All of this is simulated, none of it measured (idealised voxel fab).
This section sets out a process module, namely voxel gate over fins.
FYI the section here is cut, 235 nm wide, cells are 5 nm squares.
Notation: cross-section as square-cell grid; stated in bands, top first, going down; one or more cell rows per band.
Band: top height; bottom height; in nm. Then, left to right: material with width in nm, for each material. "everywhere": a single material spanning edge to edge. "blank": empty space.
Height datum 0, below which the as-received substrate wafer is one material. Lowest band open at the bottom, running downward: "from 0 down".
Think of "30->40" as a width that walks from the first number to the second as you go down the band, top row to bottom row, taking equal-sized steps from row to row.
Given "changes: none" for a step, no cell of the cross-section differs between before and after that step.
Enclosed voids (no open way to top), threshold 8 cells or more, entry "Enclosed void catalog", notation width x height at distance, distance from left edge, nm.
That trailing text on a step's line, after the settings, is the simulator's own remark on the step.
The line of a step may include "overlay nm". On a step with a mask, this value is how far to the right of its planned place the mask lay. A negative value means the mask lay to the left.

### Planned process steps
1 RECEIVE [material Si]
2 CONFORMAL_DEP [material SiN] [thk nm 10]
3 PATTERN [tone cover] [mask id FINS] [material resist] [width nm 15] [pitch nm 45] [thk nm 20] [overlay nm 0]
4 DIRECTIONAL_ETCH [etch materials SiN] [depth nm 10]
5 DIRECTIONAL_ETCH [etch materials Si] [depth nm 40]
6 STRIP [etch materials resist]
7 FILL_DEP [material SiO2] [thk nm 5]
8 CMP [height nm 10]
9 SELECTIVE_ETCH [etch materials SiO2] [depth nm 15]
10 STRIP [etch materials SiN]
11 CONFORMAL_DEP [material HfO2] [thk nm 5]
12 CONFORMAL_DEP [material TiN] [thk nm 5]
13 CONFORMAL_DEP [material TiAl] [thk nm 5]
14 CONFORMAL_DEP [material TiN] [thk nm 5]
15 FILL_DEP [material W] [thk nm 15]
16 CMP [height nm 30]
17 CONFORMAL_DEP [material SiN] [thk nm 5]
For clarity, it should be stated that the wafers under discussion commence in an identical condition and differ with respect to the depth nm of step 9, the plan indicating the value that the first wafer had.

### The first of several wafers, as received after step 1, seen in section
from 0 down = Si everywhere
Enclosed void catalog: none

### Per-wafer rows below. For each material: cells gained (+) or lost (-) since the wafer was received, as of end of module. Then: closed voids
depth nm 15, +51 HfO2, -328 Si, +47 SiN, +287 SiO2, +51 TiAl, +100 TiN, +121 W, Enclosed void catalog: none
depth nm 20, +55 HfO2, -328 Si, +47 SiN, +246 SiO2, +55 TiAl, +106 TiN, +148 W, Enclosed void catalog: none
depth nm 25, +59 HfO2, -328 Si, +47 SiN, +205 SiO2, +59 TiAl, +112 TiN, +175 W, Enclosed void catalog: none
depth nm 30, +63 HfO2, -328 Si, +47 SiN, +164 SiO2, +63 TiAl, +118 TiN, +202 W, Enclosed void catalog: none
depth nm 35, +67 HfO2, -328 Si, +47 SiN, +123 SiO2, +67 TiAl, +124 TiN, +229 W, Enclosed void catalog: none
depth nm 40, +71 HfO2, -328 Si, +47 SiN, +82 SiO2, +71 TiAl, +130 TiN, +256 W, Enclosed void catalog: none
